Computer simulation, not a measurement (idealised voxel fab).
process module | voxel quadruple lines
cross-section cut | 215 nm wide | cells 5 nm
A cross-section is a grid of square cells, given in bands from the top down. A band is one or more rows of cells.
Each band's line starts with the height of the band's top and of its bottom, in nm. Then come its materials from left to right, each with its width in nm. One material with "throughout" fills the band from edge to edge. "air" is empty space.
Height 0 is the level under which the wafer as received is all one material. The lowest band goes on downwards, as in "0 down".
A width such as "30 to 40" changes by the same amount from each row of cells to the next, from the band's top row to its bottom row.
"no change" after a step means that no cell of the cross-section changed.
closed voids: empty space of 8 cells or more with no open way to the top, each as width x height at its distance from the left edge, in nm
after a step's settings: what the simulator itself notes on the step
overlay nm, on a step with a mask: how far to the right of its planned place the mask lay; to the left if negative
plan
1 op RECEIVE | material Si
2 op CONFORMAL_DEP | material Al2O3 | thk nm 5
3 op DIRECTIONAL_DEP | material TiN | thk nm 10
4 op DIRECTIONAL_DEP | material polySi | thk nm 15
5 op DIRECTIONAL_DEP | material aC | thk nm 20
6 op PATTERN | tone cover | mask id MANDREL | material resist | width nm 35 | pitch nm 100 | thk nm 25 | overlay nm 0
7 op DIRECTIONAL_ETCH | etch materials aC | depth nm 20
8 op STRIP | etch materials resist
9 op CONFORMAL_DEP | material SiO2 | thk nm 15
10 op DIRECTIONAL_ETCH | etch materials SiO2 | depth nm 15
11 op STRIP | etch materials aC
12 op DIRECTIONAL_ETCH | etch materials polySi | depth nm 15
13 op STRIP | etch materials SiO2
14 op CONFORMAL_DEP | material SiCN | thk nm 10
15 op DIRECTIONAL_ETCH | etch materials SiCN | depth nm 10
16 op STRIP | etch materials polySi
17 op DIRECTIONAL_ETCH | etch materials TiN | depth nm 10
18 op STRIP | etch materials SiCN
19 op FILL_DEP | material lowk | thk nm 10
20 op CMP | height nm 15
as received, after step 1
  0 down: Si throughout
  closed voids: none
a wafer at the end: this start, this plan, one mistake
  15 to 10: Al2O3 throughout
  10 to 0: TiN throughout
  0 down: Si throughout
  closed voids: none
what went wrong: steps 2 and 3 were swapped
